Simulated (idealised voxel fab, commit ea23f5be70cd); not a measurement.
process module | voxel transistor to metal
cross-section cut | 295 nm wide | cells 5 nm
A cross-section is a grid of square cells, given in bands from the top down. A band is one or more rows of cells.
Each band's line starts with the height of the band's top and of its bottom, in nm. Then come its materials from left to right, each with its width in nm. One material with "throughout" fills the band from edge to edge. "air" is empty space.
Height 0 is the level under which the wafer as received is all one material. The lowest band goes on downwards, as in "0 down".
A width such as "30 to 40" changes by the same amount from each row of cells to the next, from the band's top row to its bottom row.
"no change" after a step means that no cell of the cross-section changed.
closed voids: empty space of 8 cells or more with no open way to the top, each as width x height at its distance from the left edge, in nm
after a step's settings: what the simulator itself notes on the step
overlay nm, on a step with a mask: how far to the right of its planned place the mask lay; to the left if negative
plan
1 op RECEIVE | material Si
2 op OXIDIZE | depth nm 5
3 op CONFORMAL_DEP | material SiN | thk nm 15
4 op MASKED_ETCH | tone cover | mask id ACTIVE | width nm 115 | pitch nm 135 | etch materials SiN | depth nm 15 | overlay nm 0
5 op MASKED_ETCH | tone cover | mask id ACTIVE | width nm 115 | pitch nm 135 | etch materials SiO2 | depth nm 5 | overlay nm 0
6 op MASKED_ETCH | tone cover | mask id ACTIVE | width nm 115 | pitch nm 135 | etch materials Si | depth nm 35 | overlay nm 0
7 op FILL_DEP | material SiO2 | thk nm 15
8 op CMP | height nm 15
9 op SELECTIVE_ETCH | etch materials SiO2 | depth nm 5
10 op STRIP | etch materials SiN
11 op SELECTIVE_ETCH | etch materials SiO2 | depth nm 5
12 op OXIDIZE | depth nm 5
13 op DIRECTIONAL_DEP | material polySi | thk nm 20
14 op DIRECTIONAL_DEP | material SiCN | thk nm 15
15 op DIRECTIONAL_DEP | material aC | thk nm 15
16 op PATTERN | tone cover | mask id GATE | material resist | width nm 15 | pitch nm 135 | thk nm 35 | overlay nm 0
17 op DIRECTIONAL_ETCH | etch materials aC | depth nm 15
18 op STRIP | etch materials resist
19 op DIRECTIONAL_ETCH | etch materials SiCN | depth nm 25
20 op DIRECTIONAL_ETCH | etch materials polySi | depth nm 30
21 op STRIP | etch materials aC
22 op CONFORMAL_DEP | material SiN | thk nm 5
23 op DIRECTIONAL_ETCH | etch materials SiN | depth nm 5
24 op DIRECTIONAL_ETCH | etch materials SiO2 | depth nm 5
25 op DIRECTIONAL_ETCH | etch materials Si | depth nm 5
26 op EPI | material pSi | thk nm 10
27 op FILL_DEP | material SiO2 | thk nm 10
28 op CMP | height nm 30
29 op DIRECTIONAL_DEP | material SiO2 | thk nm 15
30 op MASKED_ETCH | tone open | mask id CONTACT | width nm 20 | etch materials SiO2 | depth nm 50 | overlay nm 0
31 op CONFORMAL_DEP | material TiN | thk nm 5
32 op FILL_DEP | material W | thk nm 10
33 op CMP | height nm 45
34 op DIRECTIONAL_DEP | material TiN | thk nm 5
35 op DIRECTIONAL_DEP | material Ru | thk nm 20
36 op DIRECTIONAL_DEP | material aC | thk nm 15
37 op PATTERN | tone cover | mask id METAL_1 | material resist | width nm 20 | thk nm 30 | overlay nm 0
38 op DIRECTIONAL_ETCH | etch materials aC | depth nm 15
39 op STRIP | etch materials resist
40 op DIRECTIONAL_ETCH | etch materials Ru | depth nm 20
41 op DIRECTIONAL_ETCH | etch materials TiN | depth nm 5
42 op STRIP | etch materials aC
43 op CONFORMAL_DEP | material SiCN | thk nm 5
44 op FILL_DEP | material SiO2 | thk nm 10
45 op CMP | height nm 70
46 op CONFORMAL_DEP | material SiN | thk nm 5
first wafer, as planned
as received, after step 1
  0 down: Si throughout
  closed voids: none
after step 2
  0 to -5: SiO2 throughout
  below -5: unchanged
after step 3
  15 to 0: SiN throughout
  below 0: unchanged
after step 4
  15 to 0: air 20 | SiN 115 | air 20 | SiN 115 | air 25
  below 0: unchanged
after step 5
  15 to 0: air 20 | SiN 115 | air 20 | SiN 115 | air 25
  0 to -5: air 20 | SiO2 115 | air 20 | SiO2 115 | air 25
  below -5: unchanged
after step 6
  15 to 0: air 20 | SiN 115 | air 20 | SiN 115 | air 25
  0 to -5: air 20 | SiO2 115 | air 20 | SiO2 115 | air 25
  -5 to -40: air 20 | Si 115 | air 20 | Si 115 | air 25
  below -40: unchanged
after step 7
  30 to 15: SiO2 throughout
  15 to 0: SiO2 20 | SiN 115 | SiO2 20 | SiN 115 | SiO2 25
  0 to -5: SiO2 throughout
  -5 to -40: SiO2 20 | Si 115 | SiO2 20 | Si 115 | SiO2 25
  below -40: unchanged
after step 8
  15 to 0: SiO2 20 | SiN 115 | SiO2 20 | SiN 115 | SiO2 25
  below 0: unchanged
after step 9
  15 to 10: air 20 | SiN 115 | air 20 | SiN 115 | air 25
  below 10: unchanged
after step 10
  10 to 0: SiO2 20 | air 115 | SiO2 20 | air 115 | SiO2 25
  below 0: unchanged
after step 11
  5 to -5: SiO2 15 | air 125 | SiO2 10 | air 125 | SiO2 20
  below -5: unchanged
after step 12
  5 to -5: SiO2 15 | air 125 | SiO2 10 | air 125 | SiO2 20
  -5 to -10: SiO2 throughout
  below -10: unchanged
after step 13
  25 to 15: polySi 15 | air 125 | polySi 10 | air 125 | polySi 20
  15 to 5: polySi throughout
  5 to -5: SiO2 15 | polySi 125 | SiO2 10 | polySi 125 | SiO2 20
  below -5: unchanged
after step 14
  40 to 30: SiCN 15 | air 125 | SiCN 10 | air 125 | SiCN 20
  30 to 25: SiCN throughout
  25 to 15: polySi 15 | SiCN 125 | polySi 10 | SiCN 125 | polySi 20
  below 15: unchanged
after step 15
  55 to 45: aC 15 | air 125 | aC 10 | air 125 | aC 20
  45 to 40: aC throughout
  40 to 30: SiCN 15 | aC 125 | SiCN 10 | aC 125 | SiCN 20
  below 30: unchanged
after step 16
  90 to 55: air 70 | resist 15 | air 120 | resist 15 | air 75
  55 to 45: aC 15 | air 55 | resist 15 | air 55 | aC 10 | air 55 | resist 15 | air 55 | aC 20
  below 45: unchanged
after step 17
  75 to 45: air 70 | resist 15 | air 120 | resist 15 | air 75
  45 to 40: air 70 | aC 15 | air 120 | aC 15 | air 75
  40 to 30: SiCN 15 | air 55 | aC 15 | air 55 | SiCN 10 | air 55 | aC 15 | air 55 | SiCN 20
  below 30: unchanged
after step 18
  45 to 40: air 70 | aC 15 | air 120 | aC 15 | air 75
  below 40: unchanged
after step 19
  45 to 30: air 70 | aC 15 | air 120 | aC 15 | air 75
  30 to 25: air 70 | SiCN 15 | air 120 | SiCN 15 | air 75
  25 to 15: polySi 15 | air 55 | SiCN 15 | air 55 | polySi 10 | air 55 | SiCN 15 | air 55 | polySi 20
  below 15: unchanged
after step 20
  45 to 30: air 70 | aC 15 | air 120 | aC 15 | air 75
  30 to 15: air 70 | SiCN 15 | air 120 | SiCN 15 | air 75
  15 to 5: air 70 | polySi 15 | air 120 | polySi 15 | air 75
  5 to -5: SiO2 15 | air 55 | polySi 15 | air 55 | SiO2 10 | air 55 | polySi 15 | air 55 | SiO2 20
  below -5: unchanged
after step 21
  30 to 15: air 70 | SiCN 15 | air 120 | SiCN 15 | air 75
  below 15: unchanged
after step 22
  35 to 30: air 65 | SiN 25 | air 110 | SiN 25 | air 70
  30 to 15: air 65 | SiN 5 | SiCN 15 | SiN 5 | air 110 | SiN 5 | SiCN 15 | SiN 5 | air 70
  15 to 10: air 65 | SiN 5 | polySi 15 | SiN 5 | air 110 | SiN 5 | polySi 15 | SiN 5 | air 70
  10 to 5: SiN 20 | air 45 | SiN 5 | polySi 15 | SiN 5 | air 45 | SiN 20 | air 45 | SiN 5 | polySi 15 | SiN 5 | air 45 | SiN 25
  5 to 0: SiO2 15 | SiN 5 | air 45 | SiN 5 | polySi 15 | SiN 5 | air 45 | SiN 5 | SiO2 10 | SiN 5 | air 45 | SiN 5 | polySi 15 | SiN 5 | air 45 | SiN 5 | SiO2 20
  0 to -5: SiO2 15 | SiN 55 | polySi 15 | SiN 55 | SiO2 10 | SiN 55 | polySi 15 | SiN 55 | SiO2 20
  below -5: unchanged
after step 23
  30 to 15: air 65 | SiN 5 | SiCN 15 | SiN 5 | air 110 | SiN 5 | SiCN 15 | SiN 5 | air 70
  15 to 5: air 65 | SiN 5 | polySi 15 | SiN 5 | air 110 | SiN 5 | polySi 15 | SiN 5 | air 70
  5 to -5: SiO2 15 | SiN 5 | air 45 | SiN 5 | polySi 15 | SiN 5 | air 45 | SiN 5 | SiO2 10 | SiN 5 | air 45 | SiN 5 | polySi 15 | SiN 5 | air 45 | SiN 5 | SiO2 20
  below -5: unchanged
after step 24
  30 to 15: air 65 | SiN 5 | SiCN 15 | SiN 5 | air 110 | SiN 5 | SiCN 15 | SiN 5 | air 70
  15 to 5: air 65 | SiN 5 | polySi 15 | SiN 5 | air 110 | SiN 5 | polySi 15 | SiN 5 | air 70
  5 to 0: air 15 | SiN 5 | air 45 | SiN 5 | polySi 15 | SiN 5 | air 45 | SiN 5 | air 10 | SiN 5 | air 45 | SiN 5 | polySi 15 | SiN 5 | air 45 | SiN 5 | air 20
  0 to -5: SiO2 15 | SiN 5 | air 45 | SiN 5 | polySi 15 | SiN 5 | air 45 | SiN 5 | SiO2 10 | SiN 5 | air 45 | SiN 5 | polySi 15 | SiN 5 | air 45 | SiN 5 | SiO2 20
  -5 to -10: SiO2 20 | air 45 | SiO2 25 | air 45 | SiO2 20 | air 45 | SiO2 25 | air 45 | SiO2 25
  below -10: unchanged
after step 25
  30 to 15: air 65 | SiN 5 | SiCN 15 | SiN 5 | air 110 | SiN 5 | SiCN 15 | SiN 5 | air 70
  15 to 5: air 65 | SiN 5 | polySi 15 | SiN 5 | air 110 | SiN 5 | polySi 15 | SiN 5 | air 70
  5 to 0: air 15 | SiN 5 | air 45 | SiN 5 | polySi 15 | SiN 5 | air 45 | SiN 5 | air 10 | SiN 5 | air 45 | SiN 5 | polySi 15 | SiN 5 | air 45 | SiN 5 | air 20
  0 to -5: SiO2 15 | SiN 5 | air 45 | SiN 5 | polySi 15 | SiN 5 | air 45 | SiN 5 | SiO2 10 | SiN 5 | air 45 | SiN 5 | polySi 15 | SiN 5 | air 45 | SiN 5 | SiO2 20
  -5 to -10: SiO2 20 | air 45 | SiO2 25 | air 45 | SiO2 20 | air 45 | SiO2 25 | air 45 | SiO2 25
  -10 to -15: SiO2 20 | air 45 | Si 25 | air 45 | SiO2 20 | air 45 | Si 25 | air 45 | SiO2 25
  below -15: unchanged
after step 26
  30 to 15: air 65 | SiN 5 | SiCN 15 | SiN 5 | air 110 | SiN 5 | SiCN 15 | SiN 5 | air 70
  15 to 5: air 65 | SiN 5 | polySi 15 | SiN 5 | air 110 | SiN 5 | polySi 15 | SiN 5 | air 70
  5 to 0: air 15 | SiN 5 | air 45 | SiN 5 | polySi 15 | SiN 5 | air 45 | SiN 5 | air 10 | SiN 5 | air 45 | SiN 5 | polySi 15 | SiN 5 | air 45 | SiN 5 | air 20
  0 to -5: SiO2 15 | SiN 5 | air 35 | pSi 10 | SiN 5 | polySi 15 | SiN 5 | pSi 10 | air 35 | SiN 5 | SiO2 10 | SiN 5 | air 35 | pSi 10 | SiN 5 | polySi 15 | SiN 5 | pSi 10 | air 35 | SiN 5 | SiO2 20
  -5 to -10: SiO2 20 | pSi 45 | SiO2 25 | pSi 45 | SiO2 20 | pSi 45 | SiO2 25 | pSi 45 | SiO2 25
  -10 to -15: SiO2 20 | pSi 45 | Si 25 | pSi 45 | SiO2 20 | pSi 45 | Si 25 | pSi 45 | SiO2 25
  below -15: unchanged
after step 27
  40 to 30: SiO2 throughout
  30 to 15: SiO2 65 | SiN 5 | SiCN 15 | SiN 5 | SiO2 110 | SiN 5 | SiCN 15 | SiN 5 | SiO2 70
  15 to 5: SiO2 65 | SiN 5 | polySi 15 | SiN 5 | SiO2 110 | SiN 5 | polySi 15 | SiN 5 | SiO2 70
  5 to 0: SiO2 15 | SiN 5 | SiO2 45 | SiN 5 | polySi 15 | SiN 5 | SiO2 45 | SiN 5 | SiO2 10 | SiN 5 | SiO2 45 | SiN 5 | polySi 15 | SiN 5 | SiO2 45 | SiN 5 | SiO2 20
  0 to -5: SiO2 15 | SiN 5 | SiO2 35 | pSi 10 | SiN 5 | polySi 15 | SiN 5 | pSi 10 | SiO2 35 | SiN 5 | SiO2 10 | SiN 5 | SiO2 35 | pSi 10 | SiN 5 | polySi 15 | SiN 5 | pSi 10 | SiO2 35 | SiN 5 | SiO2 20
  below -5: unchanged
after step 28
  30 to 15: SiO2 65 | SiN 5 | SiCN 15 | SiN 5 | SiO2 110 | SiN 5 | SiCN 15 | SiN 5 | SiO2 70
  below 15: unchanged
after step 29
  45 to 30: SiO2 throughout
  below 30: unchanged
after step 30
  45 to 30: SiO2 30 | air 20 | SiO2 55 | air 20 | SiO2 40 | air 20 | SiO2 55 | air 20 | SiO2 35
  30 to 15: SiO2 30 | air 20 | SiO2 15 | SiN 5 | SiCN 15 | SiN 5 | SiO2 15 | air 20 | SiO2 40 | air 20 | SiO2 15 | SiN 5 | SiCN 15 | SiN 5 | SiO2 15 | air 20 | SiO2 35
  15 to 5: SiO2 30 | air 20 | SiO2 15 | SiN 5 | polySi 15 | SiN 5 | SiO2 15 | air 20 | SiO2 40 | air 20 | SiO2 15 | SiN 5 | polySi 15 | SiN 5 | SiO2 15 | air 20 | SiO2 35
  5 to 0: SiO2 15 | SiN 5 | SiO2 10 | air 20 | SiO2 15 | SiN 5 | polySi 15 | SiN 5 | SiO2 15 | air 20 | SiO2 10 | SiN 5 | SiO2 10 | SiN 5 | SiO2 10 | air 20 | SiO2 15 | SiN 5 | polySi 15 | SiN 5 | SiO2 15 | air 20 | SiO2 10 | SiN 5 | SiO2 20
  0 to -5: SiO2 15 | SiN 5 | SiO2 10 | air 20 | SiO2 5 | pSi 10 | SiN 5 | polySi 15 | SiN 5 | pSi 10 | SiO2 5 | air 20 | SiO2 10 | SiN 5 | SiO2 10 | SiN 5 | SiO2 10 | air 20 | SiO2 5 | pSi 10 | SiN 5 | polySi 15 | SiN 5 | pSi 10 | SiO2 5 | air 20 | SiO2 10 | SiN 5 | SiO2 20
  below -5: unchanged
after step 31
  50 to 45: TiN 35 | air 10 | TiN 65 | air 10 | TiN 50 | air 10 | TiN 65 | air 10 | TiN 40
  45 to 30: SiO2 30 | TiN 5 | air 10 | TiN 5 | SiO2 55 | TiN 5 | air 10 | TiN 5 | SiO2 40 | TiN 5 | air 10 | TiN 5 | SiO2 55 | TiN 5 | air 10 | TiN 5 | SiO2 35
  30 to 15: SiO2 30 | TiN 5 | air 10 | TiN 5 | SiO2 15 | SiN 5 | SiCN 15 | SiN 5 | SiO2 15 | TiN 5 | air 10 | TiN 5 | SiO2 40 | TiN 5 | air 10 | TiN 5 | SiO2 15 | SiN 5 | SiCN 15 | SiN 5 | SiO2 15 | TiN 5 | air 10 | TiN 5 | SiO2 35
  15 to 5: SiO2 30 | TiN 5 | air 10 | TiN 5 | SiO2 15 | SiN 5 | polySi 15 | SiN 5 | SiO2 15 | TiN 5 | air 10 | TiN 5 | SiO2 40 | TiN 5 | air 10 | TiN 5 | SiO2 15 | SiN 5 | polySi 15 | SiN 5 | SiO2 15 | TiN 5 | air 10 | TiN 5 | SiO2 35
  5 to 0: SiO2 15 | SiN 5 | SiO2 10 | TiN 5 | air 10 | TiN 5 | SiO2 15 | SiN 5 | polySi 15 | SiN 5 | SiO2 15 | TiN 5 | air 10 | TiN 5 | SiO2 10 | SiN 5 | SiO2 10 | SiN 5 | SiO2 10 | TiN 5 | air 10 | TiN 5 | SiO2 15 | SiN 5 | polySi 15 | SiN 5 | SiO2 15 | TiN 5 | air 10 | TiN 5 | SiO2 10 | SiN 5 | SiO2 20
  0 to -5: SiO2 15 | SiN 5 | SiO2 10 | TiN 20 | SiO2 5 | pSi 10 | SiN 5 | polySi 15 | SiN 5 | pSi 10 | SiO2 5 | TiN 20 | SiO2 10 | SiN 5 | SiO2 10 | SiN 5 | SiO2 10 | TiN 20 | SiO2 5 | pSi 10 | SiN 5 | polySi 15 | SiN 5 | pSi 10 | SiO2 5 | TiN 20 | SiO2 10 | SiN 5 | SiO2 20
  below -5: unchanged
after step 32
  60 to 50: W throughout
  50 to 45: TiN 35 | W 10 | TiN 65 | W 10 | TiN 50 | W 10 | TiN 65 | W 10 | TiN 40
  45 to 30: SiO2 30 | TiN 5 | W 10 | TiN 5 | SiO2 55 | TiN 5 | W 10 | TiN 5 | SiO2 40 | TiN 5 | W 10 | TiN 5 | SiO2 55 | TiN 5 | W 10 | TiN 5 | SiO2 35
  30 to 15: SiO2 30 | TiN 5 | W 10 | TiN 5 | SiO2 15 | SiN 5 | SiCN 15 | SiN 5 | SiO2 15 | TiN 5 | W 10 | TiN 5 | SiO2 40 | TiN 5 | W 10 | TiN 5 | SiO2 15 | SiN 5 | SiCN 15 | SiN 5 | SiO2 15 | TiN 5 | W 10 | TiN 5 | SiO2 35
  15 to 5: SiO2 30 | TiN 5 | W 10 | TiN 5 | SiO2 15 | SiN 5 | polySi 15 | SiN 5 | SiO2 15 | TiN 5 | W 10 | TiN 5 | SiO2 40 | TiN 5 | W 10 | TiN 5 | SiO2 15 | SiN 5 | polySi 15 | SiN 5 | SiO2 15 | TiN 5 | W 10 | TiN 5 | SiO2 35
  5 to 0: SiO2 15 | SiN 5 | SiO2 10 | TiN 5 | W 10 | TiN 5 | SiO2 15 | SiN 5 | polySi 15 | SiN 5 | SiO2 15 | TiN 5 | W 10 | TiN 5 | SiO2 10 | SiN 5 | SiO2 10 | SiN 5 | SiO2 10 | TiN 5 | W 10 | TiN 5 | SiO2 15 | SiN 5 | polySi 15 | SiN 5 | SiO2 15 | TiN 5 | W 10 | TiN 5 | SiO2 10 | SiN 5 | SiO2 20
  below 0: unchanged
after step 33
  45 to 30: SiO2 30 | TiN 5 | W 10 | TiN 5 | SiO2 55 | TiN 5 | W 10 | TiN 5 | SiO2 40 | TiN 5 | W 10 | TiN 5 | SiO2 55 | TiN 5 | W 10 | TiN 5 | SiO2 35
  below 30: unchanged
after step 34
  50 to 45: TiN throughout
  below 45: unchanged
after step 35
  70 to 50: Ru throughout
  below 50: unchanged
after step 36
  85 to 70: aC throughout
  below 70: unchanged
after step 37
  115 to 85: air 30 | resist 20 | air 55 | resist 20 | air 40 | resist 20 | air 55 | resist 20 | air 35
  below 85: unchanged
after step 38
  100 to 85: air 30 | resist 20 | air 55 | resist 20 | air 40 | resist 20 | air 55 | resist 20 | air 35
  85 to 70: air 30 | aC 20 | air 55 | aC 20 | air 40 | aC 20 | air 55 | aC 20 | air 35
  below 70: unchanged
after step 39
  85 to 70: air 30 | aC 20 | air 55 | aC 20 | air 40 | aC 20 | air 55 | aC 20 | air 35
  below 70: unchanged
after step 40
  85 to 70: air 30 | aC 20 | air 55 | aC 20 | air 40 | aC 20 | air 55 | aC 20 | air 35
  70 to 50: air 30 | Ru 20 | air 55 | Ru 20 | air 40 | Ru 20 | air 55 | Ru 20 | air 35
  below 50: unchanged
after step 41
  85 to 70: air 30 | aC 20 | air 55 | aC 20 | air 40 | aC 20 | air 55 | aC 20 | air 35
  70 to 50: air 30 | Ru 20 | air 55 | Ru 20 | air 40 | Ru 20 | air 55 | Ru 20 | air 35
  50 to 45: air 30 | TiN 20 | air 55 | TiN 20 | air 40 | TiN 20 | air 55 | TiN 20 | air 35
  below 45: unchanged
after step 42
  70 to 50: air 30 | Ru 20 | air 55 | Ru 20 | air 40 | Ru 20 | air 55 | Ru 20 | air 35
  below 50: unchanged
after step 43
  75 to 70: air 25 | SiCN 30 | air 45 | SiCN 30 | air 30 | SiCN 30 | air 45 | SiCN 30 | air 30
  70 to 50: air 25 | SiCN 5 | Ru 20 | SiCN 5 | air 45 | SiCN 5 | Ru 20 | SiCN 5 | air 30 | SiCN 5 | Ru 20 | SiCN 5 | air 45 | SiCN 5 | Ru 20 | SiCN 5 | air 30
  50 to 45: SiCN 30 | TiN 20 | SiCN 55 | TiN 20 | SiCN 40 | TiN 20 | SiCN 55 | TiN 20 | SiCN 35
  below 45: unchanged
after step 44
  85 to 75: SiO2 throughout
  75 to 70: SiO2 25 | SiCN 30 | SiO2 45 | SiCN 30 | SiO2 30 | SiCN 30 | SiO2 45 | SiCN 30 | SiO2 30
  70 to 50: SiO2 25 | SiCN 5 | Ru 20 | SiCN 5 | SiO2 45 | SiCN 5 | Ru 20 | SiCN 5 | SiO2 30 | SiCN 5 | Ru 20 | SiCN 5 | SiO2 45 | SiCN 5 | Ru 20 | SiCN 5 | SiO2 30
  below 50: unchanged
after step 45
  70 to 50: SiO2 25 | SiCN 5 | Ru 20 | SiCN 5 | SiO2 45 | SiCN 5 | Ru 20 | SiCN 5 | SiO2 30 | SiCN 5 | Ru 20 | SiCN 5 | SiO2 45 | SiCN 5 | Ru 20 | SiCN 5 | SiO2 30
  below 50: unchanged
after step 46
  75 to 70: SiN throughout
  below 70: unchanged
second wafer: like start, like plan, one mistake. Through step 7 it matches the first wafer
when step 8 should have ended: no change
when step 9 should have ended
  25 to 15: SiO2 throughout
  below 15: unchanged
when step 10 should have ended: no change
when step 11 should have ended
  20 to 15: SiO2 throughout
  below 15: unchanged
when step 12 should have ended: no change
when step 13 should have ended
  40 to 20: polySi throughout
  below 20: unchanged
when step 14 should have ended
  55 to 40: SiCN throughout
  below 40: unchanged
when step 15 should have ended
  70 to 55: aC throughout
  below 55: unchanged
when step 16 should have ended
  105 to 70: air 70 | resist 15 | air 120 | resist 15 | air 75
  below 70: unchanged
when step 17 should have ended
  90 to 70: air 70 | resist 15 | air 120 | resist 15 | air 75
  70 to 55: air 70 | aC 15 | air 120 | aC 15 | air 75
  below 55: unchanged
when step 18 should have ended
  70 to 55: air 70 | aC 15 | air 120 | aC 15 | air 75
  below 55: unchanged
when step 19 should have ended
  70 to 55: air 70 | aC 15 | air 120 | aC 15 | air 75
  55 to 40: air 70 | SiCN 15 | air 120 | SiCN 15 | air 75
  below 40: unchanged
when step 20 should have ended
  70 to 55: air 70 | aC 15 | air 120 | aC 15 | air 75
  55 to 40: air 70 | SiCN 15 | air 120 | SiCN 15 | air 75
  40 to 20: air 70 | polySi 15 | air 120 | polySi 15 | air 75
  below 20: unchanged
when step 21 should have ended
  55 to 40: air 70 | SiCN 15 | air 120 | SiCN 15 | air 75
  below 40: unchanged
when step 22 should have ended
  60 to 55: air 65 | SiN 25 | air 110 | SiN 25 | air 70
  55 to 40: air 65 | SiN 5 | SiCN 15 | SiN 5 | air 110 | SiN 5 | SiCN 15 | SiN 5 | air 70
  40 to 25: air 65 | SiN 5 | polySi 15 | SiN 5 | air 110 | SiN 5 | polySi 15 | SiN 5 | air 70
  25 to 20: SiN 70 | polySi 15 | SiN 120 | polySi 15 | SiN 75
  below 20: unchanged
when step 23 should have ended
  55 to 40: air 65 | SiN 5 | SiCN 15 | SiN 5 | air 110 | SiN 5 | SiCN 15 | SiN 5 | air 70
  40 to 20: air 65 | SiN 5 | polySi 15 | SiN 5 | air 110 | SiN 5 | polySi 15 | SiN 5 | air 70
  below 20: unchanged
when step 24 should have ended
  55 to 40: air 65 | SiN 5 | SiCN 15 | SiN 5 | air 110 | SiN 5 | SiCN 15 | SiN 5 | air 70
  40 to 20: air 65 | SiN 5 | polySi 15 | SiN 5 | air 110 | SiN 5 | polySi 15 | SiN 5 | air 70
  20 to 15: air 65 | SiO2 25 | air 110 | SiO2 25 | air 70
  below 15: unchanged
when step 25 should have ended: no change
when step 26 should have ended: no change
when step 27 should have ended
  65 to 55: SiO2 throughout
  55 to 40: SiO2 65 | SiN 5 | SiCN 15 | SiN 5 | SiO2 110 | SiN 5 | SiCN 15 | SiN 5 | SiO2 70
  40 to 20: SiO2 65 | SiN 5 | polySi 15 | SiN 5 | SiO2 110 | SiN 5 | polySi 15 | SiN 5 | SiO2 70
  20 to 15: SiO2 throughout
  below 15: unchanged
when step 28 should have ended
  30 to 20: SiO2 65 | SiN 5 | polySi 15 | SiN 5 | SiO2 110 | SiN 5 | polySi 15 | SiN 5 | SiO2 70
  below 20: unchanged
when step 29 should have ended
  45 to 30: SiO2 throughout
  below 30: unchanged
when step 30 should have ended
  45 to 30: SiO2 30 | air 20 | SiO2 55 | air 20 | SiO2 40 | air 20 | SiO2 55 | air 20 | SiO2 35
  30 to 20: SiO2 30 | air 20 | SiO2 15 | SiN 5 | polySi 15 | SiN 5 | SiO2 15 | air 20 | SiO2 40 | air 20 | SiO2 15 | SiN 5 | polySi 15 | SiN 5 | SiO2 15 | air 20 | SiO2 35
  20 to 15: SiO2 30 | air 20 | SiO2 55 | air 20 | SiO2 40 | air 20 | SiO2 55 | air 20 | SiO2 35
  below 15: unchanged
when step 31 should have ended
  50 to 45: TiN 35 | air 10 | TiN 65 | air 10 | TiN 50 | air 10 | TiN 65 | air 10 | TiN 40
  45 to 30: SiO2 30 | TiN 5 | air 10 | TiN 5 | SiO2 55 | TiN 5 | air 10 | TiN 5 | SiO2 40 | TiN 5 | air 10 | TiN 5 | SiO2 55 | TiN 5 | air 10 | TiN 5 | SiO2 35
  30 to 20: SiO2 30 | TiN 5 | air 10 | TiN 5 | SiO2 15 | SiN 5 | polySi 15 | SiN 5 | SiO2 15 | TiN 5 | air 10 | TiN 5 | SiO2 40 | TiN 5 | air 10 | TiN 5 | SiO2 15 | SiN 5 | polySi 15 | SiN 5 | SiO2 15 | TiN 5 | air 10 | TiN 5 | SiO2 35
  20 to 15: SiO2 30 | TiN 20 | SiO2 55 | TiN 20 | SiO2 40 | TiN 20 | SiO2 55 | TiN 20 | SiO2 35
  below 15: unchanged
when step 32 should have ended
  60 to 50: W throughout
  50 to 45: TiN 35 | W 10 | TiN 65 | W 10 | TiN 50 | W 10 | TiN 65 | W 10 | TiN 40
  45 to 30: SiO2 30 | TiN 5 | W 10 | TiN 5 | SiO2 55 | TiN 5 | W 10 | TiN 5 | SiO2 40 | TiN 5 | W 10 | TiN 5 | SiO2 55 | TiN 5 | W 10 | TiN 5 | SiO2 35
  30 to 20: SiO2 30 | TiN 5 | W 10 | TiN 5 | SiO2 15 | SiN 5 | polySi 15 | SiN 5 | SiO2 15 | TiN 5 | W 10 | TiN 5 | SiO2 40 | TiN 5 | W 10 | TiN 5 | SiO2 15 | SiN 5 | polySi 15 | SiN 5 | SiO2 15 | TiN 5 | W 10 | TiN 5 | SiO2 35
  below 20: unchanged
when step 33 should have ended
  45 to 30: SiO2 30 | TiN 5 | W 10 | TiN 5 | SiO2 55 | TiN 5 | W 10 | TiN 5 | SiO2 40 | TiN 5 | W 10 | TiN 5 | SiO2 55 | TiN 5 | W 10 | TiN 5 | SiO2 35
  below 30: unchanged
when step 34 should have ended
  50 to 45: TiN throughout
  below 45: unchanged
when step 35 should have ended
  70 to 50: Ru throughout
  below 50: unchanged
when step 36 should have ended
  85 to 70: aC throughout
  below 70: unchanged
when step 37 should have ended
  115 to 85: air 30 | resist 20 | air 55 | resist 20 | air 40 | resist 20 | air 55 | resist 20 | air 35
  below 85: unchanged
when step 38 should have ended
  100 to 85: air 30 | resist 20 | air 55 | resist 20 | air 40 | resist 20 | air 55 | resist 20 | air 35
  85 to 70: air 30 | aC 20 | air 55 | aC 20 | air 40 | aC 20 | air 55 | aC 20 | air 35
  below 70: unchanged
when step 39 should have ended
  85 to 70: air 30 | aC 20 | air 55 | aC 20 | air 40 | aC 20 | air 55 | aC 20 | air 35
  below 70: unchanged
when step 40 should have ended
  85 to 70: air 30 | aC 20 | air 55 | aC 20 | air 40 | aC 20 | air 55 | aC 20 | air 35
  70 to 50: air 30 | Ru 20 | air 55 | Ru 20 | air 40 | Ru 20 | air 55 | Ru 20 | air 35
  below 50: unchanged
when step 41 should have ended
  85 to 70: air 30 | aC 20 | air 55 | aC 20 | air 40 | aC 20 | air 55 | aC 20 | air 35
  70 to 50: air 30 | Ru 20 | air 55 | Ru 20 | air 40 | Ru 20 | air 55 | Ru 20 | air 35
  50 to 45: air 30 | TiN 20 | air 55 | TiN 20 | air 40 | TiN 20 | air 55 | TiN 20 | air 35
  below 45: unchanged
when step 42 should have ended
  70 to 50: air 30 | Ru 20 | air 55 | Ru 20 | air 40 | Ru 20 | air 55 | Ru 20 | air 35
  below 50: unchanged
when step 43 should have ended
  75 to 70: air 25 | SiCN 30 | air 45 | SiCN 30 | air 30 | SiCN 30 | air 45 | SiCN 30 | air 30
  70 to 50: air 25 | SiCN 5 | Ru 20 | SiCN 5 | air 45 | SiCN 5 | Ru 20 | SiCN 5 | air 30 | SiCN 5 | Ru 20 | SiCN 5 | air 45 | SiCN 5 | Ru 20 | SiCN 5 | air 30
  50 to 45: SiCN 30 | TiN 20 | SiCN 55 | TiN 20 | SiCN 40 | TiN 20 | SiCN 55 | TiN 20 | SiCN 35
  below 45: unchanged
when step 44 should have ended
  85 to 75: SiO2 throughout
  75 to 70: SiO2 25 | SiCN 30 | SiO2 45 | SiCN 30 | SiO2 30 | SiCN 30 | SiO2 45 | SiCN 30 | SiO2 30
  70 to 50: SiO2 25 | SiCN 5 | Ru 20 | SiCN 5 | SiO2 45 | SiCN 5 | Ru 20 | SiCN 5 | SiO2 30 | SiCN 5 | Ru 20 | SiCN 5 | SiO2 45 | SiCN 5 | Ru 20 | SiCN 5 | SiO2 30
  below 50: unchanged
when step 45 should have ended
  70 to 50: SiO2 25 | SiCN 5 | Ru 20 | SiCN 5 | SiO2 45 | SiCN 5 | Ru 20 | SiCN 5 | SiO2 30 | SiCN 5 | Ru 20 | SiCN 5 | SiO2 45 | SiCN 5 | Ru 20 | SiCN 5 | SiO2 30
  below 50: unchanged
when step 46 should have ended
  75 to 70: SiN throughout
  below 70: unchanged
what went wrong: step 8 was left out
at the end the second wafer has, in cells: 82 more of Si | 18 fewer of SiCN | 110 more of SiN | 18 fewer of SiO2 | 32 fewer of TiN | 32 fewer of W | 80 fewer of pSi | 12 fewer of polySi
